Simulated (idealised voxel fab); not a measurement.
process module | voxel self aligned vias
This is section cut - it's 295 nm across, gridded in 5 nm square cells.
In what follows, cross-sections appear as grids of square cells, described through bands that run from the top down, where every band is one or more rows of cells.
This entry defines a band. It first specifies the height of the band's top and the height of its bottom in nm, and then specifies the band's materials from left to right, stating each material with its width in nm. The word "everywhere" identifies a single material that fills the band from edge to edge, while the word "air" identifies empty space.
Below 0: as-received wafer, all one material; heights counted from there. Lowest band: no bottom, goes on down, written "z 0 and below".
So if you see something like "30..40" for the width, read it as the top row of the band sitting at the first number and the bottom row at the second, with every row in between moving by the same amount as the last.
Where a step carries "all unchanged", the cross-section came out of it unchanged, cell for cell.
"Cavities, sealed" means: voids of 8 cells or more that are shut off from the top with no open way through. Written width x height at distance, distance from the left edge, in nm.
Heads up: the bit after the settings on a step's line is the simulator's remark on that step.
overlay nm: right-of-plan distance of the mask on a masked step; negative values mean left-of-plan.
[Process steps (planned)]
- 1: RECEIVE,material Si
- 2: CONFORMAL_DEP,material SiO2,thk nm 10
- 3: CONFORMAL_DEP,material SiCN,thk nm 5
- 4: DIRECTIONAL_DEP,material SiO2,thk nm 20
- 5: MASKED_ETCH,tone open,mask id LINES,width nm 25,pitch nm 55,etch materials SiO2,depth nm 20,overlay nm 0
- 6: CONFORMAL_DEP,material TiN,thk nm 5
- 7: FILL_DEP,material Ru,thk nm 5
- 8: CMP,height nm 35
- 9: SELECTIVE_ETCH,etch materials W Ru TiN,depth nm 5
- 10: FILL_DEP,material SiN,thk nm 10
- 11: CMP,height nm 35
- 12: DIRECTIONAL_DEP,material SiO2,thk nm 15
- 13: DIRECTIONAL_DEP,material aC,thk nm 15
- 14: PATTERN,tone open,mask id VIAS,material resist,width nm 35,pitch nm 55,thk nm 35,overlay nm 0
- 15: DIRECTIONAL_ETCH,etch materials aC,depth nm 15
- 16: STRIP,etch materials resist
- 17: DIRECTIONAL_ETCH,etch materials SiO2,depth nm 15
- 18: DIRECTIONAL_ETCH,etch materials SiN,depth nm 5
- 19: STRIP,etch materials aC
- 20: CONFORMAL_DEP,material TiN,thk nm 5
- 21: FILL_DEP,material Ru,thk nm 10
- 22: CMP,height nm 50
- 23: CONFORMAL_DEP,material SiN,thk nm 5
[On the first of the two wafers: run conducted according to plan]
[This is the cross-section of the wafer as we received it, i.e. after step 1]
* z 0 and below: Si everywhere
* Cavities, sealed: none
[Take a look at the wafer's cross-section after step 2]
* z 10 to 0: SiO2 everywhere
* Below 0, no change.
[Take a look at the wafer's cross-section after step 3]
* z 15 to 10: SiCN everywhere
* Below 10, no change.
[Take a look at the wafer's cross-section after step 4]
* z 35 to 15: SiO2 everywhere
* Below 15, no change.
[Take a look at the wafer's cross-section after step 5]
* z 35 to 15: 105 of SiO2, then 25 of air, then 30 of SiO2, then 25 of air, then 110 of SiO2
* Below 15, no change.
[Take a look at the wafer's cross-section after step 6]
* z 40 to 35: 110 of TiN, then 15 of air, then 40 of TiN, then 15 of air, then 115 of TiN
* z 35 to 20: 105 of SiO2, then 5 of TiN, then 15 of air, then 5 of TiN, then 30 of SiO2, then 5 of TiN, then 15 of air, then 5 of TiN, then 110 of SiO2
* z 20 to 15: 105 of SiO2, then 25 of TiN, then 30 of SiO2, then 25 of TiN, then 110 of SiO2
* Below 15, no change.
[Take a look at the wafer's cross-section after step 7]
* z 45 to 40: Ru everywhere
* z 40 to 35: 110 of TiN, then 15 of Ru, then 40 of TiN, then 15 of Ru, then 115 of TiN
* z 35 to 20: 105 of SiO2, then 5 of TiN, then 15 of Ru, then 5 of TiN, then 30 of SiO2, then 5 of TiN, then 15 of Ru, then 5 of TiN, then 110 of SiO2
* Below 20, no change.
[Take a look at the wafer's cross-section after step 8]
* z 35 to 20: 105 of SiO2, then 5 of TiN, then 15 of Ru, then 5 of TiN, then 30 of SiO2, then 5 of TiN, then 15 of Ru, then 5 of TiN, then 110 of SiO2
* Below 20, no change.
[Take a look at the wafer's cross-section after step 9]
* z 35 to 30: 105 of SiO2, then 25 of air, then 30 of SiO2, then 25 of air, then 110 of SiO2
* Below 30, no change.
[Take a look at the wafer's cross-section after step 10]
* z 45 to 35: SiN everywhere
* z 35 to 30: 105 of SiO2, then 25 of SiN, then 30 of SiO2, then 25 of SiN, then 110 of SiO2
* Below 30, no change.
[Take a look at the wafer's cross-section after step 11]
* z 35 to 30: 105 of SiO2, then 25 of SiN, then 30 of SiO2, then 25 of SiN, then 110 of SiO2
* Below 30, no change.
[Take a look at the wafer's cross-section after step 12]
* z 50 to 35: SiO2 everywhere
* Below 35, no change.
[Take a look at the wafer's cross-section after step 13]
* z 65 to 50: aC everywhere
* Below 50, no change.
[Take a look at the wafer's cross-section after step 14]
* z 100 to 65: 100 of resist, then 35 of air, then 20 of resist, then 35 of air, then 105 of resist
* Below 65, no change.
[Take a look at the wafer's cross-section after step 15]
* z 85 to 65: 100 of resist, then 35 of air, then 20 of resist, then 35 of air, then 105 of resist
* z 65 to 50: 100 of aC, then 35 of air, then 20 of aC, then 35 of air, then 105 of aC
* Below 50, no change.
[Take a look at the wafer's cross-section after step 16]
* z 65 to 50: 100 of aC, then 35 of air, then 20 of aC, then 35 of air, then 105 of aC
* Below 50, no change.
[Take a look at the wafer's cross-section after step 17]
* z 65 to 50: 100 of aC, then 35 of air, then 20 of aC, then 35 of air, then 105 of aC
* z 50 to 35: 100 of SiO2, then 35 of air, then 20 of SiO2, then 35 of air, then 105 of SiO2
* Below 35, no change.
[Take a look at the wafer's cross-section after step 18]
* z 65 to 50: 100 of aC, then 35 of air, then 20 of aC, then 35 of air, then 105 of aC
* z 50 to 35: 100 of SiO2, then 35 of air, then 20 of SiO2, then 35 of air, then 105 of SiO2
* z 35 to 30: 105 of SiO2, then 25 of air, then 30 of SiO2, then 25 of air, then 110 of SiO2
* Below 30, no change.
[Take a look at the wafer's cross-section after step 19]
* z 50 to 35: 100 of SiO2, then 35 of air, then 20 of SiO2, then 35 of air, then 105 of SiO2
* Below 35, no change.
[Take a look at the wafer's cross-section after step 20]
* z 55 to 50: 105 of TiN, then 25 of air, then 30 of TiN, then 25 of air, then 110 of TiN
* z 50 to 40: 100 of SiO2, then 5 of TiN, then 25 of air, then 5 of TiN, then 20 of SiO2, then 5 of TiN, then 25 of air, then 5 of TiN, then 105 of SiO2
* z 40 to 35: 100 of SiO2, then 10 of TiN, then 15 of air, then 10 of TiN, then 20 of SiO2, then 10 of TiN, then 15 of air, then 10 of TiN, then 105 of SiO2
* z 35 to 30: 105 of SiO2, then 25 of TiN, then 30 of SiO2, then 25 of TiN, then 110 of SiO2
* Below 30, no change.
[Take a look at the wafer's cross-section after step 21]
* z 65 to 55: Ru everywhere
* z 55 to 50: 105 of TiN, then 25 of Ru, then 30 of TiN, then 25 of Ru, then 110 of TiN
* z 50 to 40: 100 of SiO2, then 5 of TiN, then 25 of Ru, then 5 of TiN, then 20 of SiO2, then 5 of TiN, then 25 of Ru, then 5 of TiN, then 105 of SiO2
* z 40 to 35: 100 of SiO2, then 10 of TiN, then 15 of Ru, then 10 of TiN, then 20 of SiO2, then 10 of TiN, then 15 of Ru, then 10 of TiN, then 105 of SiO2
* Below 35, no change.
[Take a look at the wafer's cross-section after step 22]
* z 50 to 40: 100 of SiO2, then 5 of TiN, then 25 of Ru, then 5 of TiN, then 20 of SiO2, then 5 of TiN, then 25 of Ru, then 5 of TiN, then 105 of SiO2
* Below 40, no change.
[Take a look at the wafer's cross-section after step 23]
* z 55 to 50: SiN everywhere
* Below 50, no change.
[The Second Wafer: Common Origin and Plan, One Mistake in Execution, Identical to the First Through Step 1]
[The second wafer in cross-section, at the planned close of step 2]
* z 5 to 0: SiCN everywhere
* Below 0, no change.
[The second wafer in cross-section, at the planned close of step 3]
* z 15 to 5: SiO2 everywhere
* Below 5, no change.
[The second wafer in cross-section, at the planned close of step 4]
* z 35 to 5: SiO2 everywhere
* Below 5, no change.
[The second wafer in cross-section, at the planned close of step 5]
* z 35 to 15: 105 of SiO2, then 25 of air, then 30 of SiO2, then 25 of air, then 110 of SiO2
* Below 15, no change.
[The second wafer in cross-section, at the planned close of step 6]
* z 40 to 35: 110 of TiN, then 15 of air, then 40 of TiN, then 15 of air, then 115 of TiN
* z 35 to 20: 105 of SiO2, then 5 of TiN, then 15 of air, then 5 of TiN, then 30 of SiO2, then 5 of TiN, then 15 of air, then 5 of TiN, then 110 of SiO2
* z 20 to 15: 105 of SiO2, then 25 of TiN, then 30 of SiO2, then 25 of TiN, then 110 of SiO2
* Below 15, no change.
[The second wafer in cross-section, at the planned close of step 7]
* z 45 to 40: Ru everywhere
* z 40 to 35: 110 of TiN, then 15 of Ru, then 40 of TiN, then 15 of Ru, then 115 of TiN
* z 35 to 20: 105 of SiO2, then 5 of TiN, then 15 of Ru, then 5 of TiN, then 30 of SiO2, then 5 of TiN, then 15 of Ru, then 5 of TiN, then 110 of SiO2
* Below 20, no change.
[The second wafer in cross-section, at the planned close of step 8]
* z 35 to 20: 105 of SiO2, then 5 of TiN, then 15 of Ru, then 5 of TiN, then 30 of SiO2, then 5 of TiN, then 15 of Ru, then 5 of TiN, then 110 of SiO2
* Below 20, no change.
[The second wafer in cross-section, at the planned close of step 9]
* z 35 to 30: 105 of SiO2, then 25 of air, then 30 of SiO2, then 25 of air, then 110 of SiO2
* Below 30, no change.
[The second wafer in cross-section, at the planned close of step 10]
* z 45 to 35: SiN everywhere
* z 35 to 30: 105 of SiO2, then 25 of SiN, then 30 of SiO2, then 25 of SiN, then 110 of SiO2
* Below 30, no change.
[The second wafer in cross-section, at the planned close of step 11]
* z 35 to 30: 105 of SiO2, then 25 of SiN, then 30 of SiO2, then 25 of SiN, then 110 of SiO2
* Below 30, no change.
[The second wafer in cross-section, at the planned close of step 12]
* z 50 to 35: SiO2 everywhere
* Below 35, no change.
[The second wafer in cross-section, at the planned close of step 13]
* z 65 to 50: aC everywhere
* Below 50, no change.
[The second wafer in cross-section, at the planned close of step 14]
* z 100 to 65: 100 of resist, then 35 of air, then 20 of resist, then 35 of air, then 105 of resist
* Below 65, no change.
[The second wafer in cross-section, at the planned close of step 15]
* z 85 to 65: 100 of resist, then 35 of air, then 20 of resist, then 35 of air, then 105 of resist
* z 65 to 50: 100 of aC, then 35 of air, then 20 of aC, then 35 of air, then 105 of aC
* Below 50, no change.
[The second wafer in cross-section, at the planned close of step 16]
* z 65 to 50: 100 of aC, then 35 of air, then 20 of aC, then 35 of air, then 105 of aC
* Below 50, no change.
[The second wafer in cross-section, at the planned close of step 17]
* z 65 to 50: 100 of aC, then 35 of air, then 20 of aC, then 35 of air, then 105 of aC
* z 50 to 35: 100 of SiO2, then 35 of air, then 20 of SiO2, then 35 of air, then 105 of SiO2
* Below 35, no change.
[The second wafer in cross-section, at the planned close of step 18]
* z 65 to 50: 100 of aC, then 35 of air, then 20 of aC, then 35 of air, then 105 of aC
* z 50 to 35: 100 of SiO2, then 35 of air, then 20 of SiO2, then 35 of air, then 105 of SiO2
* z 35 to 30: 105 of SiO2, then 25 of air, then 30 of SiO2, then 25 of air, then 110 of SiO2
* Below 30, no change.
[The second wafer in cross-section, at the planned close of step 19]
* z 50 to 35: 100 of SiO2, then 35 of air, then 20 of SiO2, then 35 of air, then 105 of SiO2
* Below 35, no change.
[The second wafer in cross-section, at the planned close of step 20]
* z 55 to 50: 105 of TiN, then 25 of air, then 30 of TiN, then 25 of air, then 110 of TiN
* z 50 to 40: 100 of SiO2, then 5 of TiN, then 25 of air, then 5 of TiN, then 20 of SiO2, then 5 of TiN, then 25 of air, then 5 of TiN, then 105 of SiO2
* z 40 to 35: 100 of SiO2, then 10 of TiN, then 15 of air, then 10 of TiN, then 20 of SiO2, then 10 of TiN, then 15 of air, then 10 of TiN, then 105 of SiO2
* z 35 to 30: 105 of SiO2, then 25 of TiN, then 30 of SiO2, then 25 of TiN, then 110 of SiO2
* Below 30, no change.
[The second wafer in cross-section, at the planned close of step 21]
* z 65 to 55: Ru everywhere
* z 55 to 50: 105 of TiN, then 25 of Ru, then 30 of TiN, then 25 of Ru, then 110 of TiN
* z 50 to 40: 100 of SiO2, then 5 of TiN, then 25 of Ru, then 5 of TiN, then 20 of SiO2, then 5 of TiN, then 25 of Ru, then 5 of TiN, then 105 of SiO2
* z 40 to 35: 100 of SiO2, then 10 of TiN, then 15 of Ru, then 10 of TiN, then 20 of SiO2, then 10 of TiN, then 15 of Ru, then 10 of TiN, then 105 of SiO2
* Below 35, no change.
[The second wafer in cross-section, at the planned close of step 22]
* z 50 to 40: 100 of SiO2, then 5 of TiN, then 25 of Ru, then 5 of TiN, then 20 of SiO2, then 5 of TiN, then 25 of Ru, then 5 of TiN, then 105 of SiO2
* Below 40, no change.
[The second wafer in cross-section, at the planned close of step 23]
* z 55 to 50: SiN everywhere
* Below 50, no change.
Run error: so 2 and 3 got swapped relative to the plan, each ran where the other was supposed to
Tallied in cells, the final second wafer holds each material in the same quantity as the first, although not at the same places.
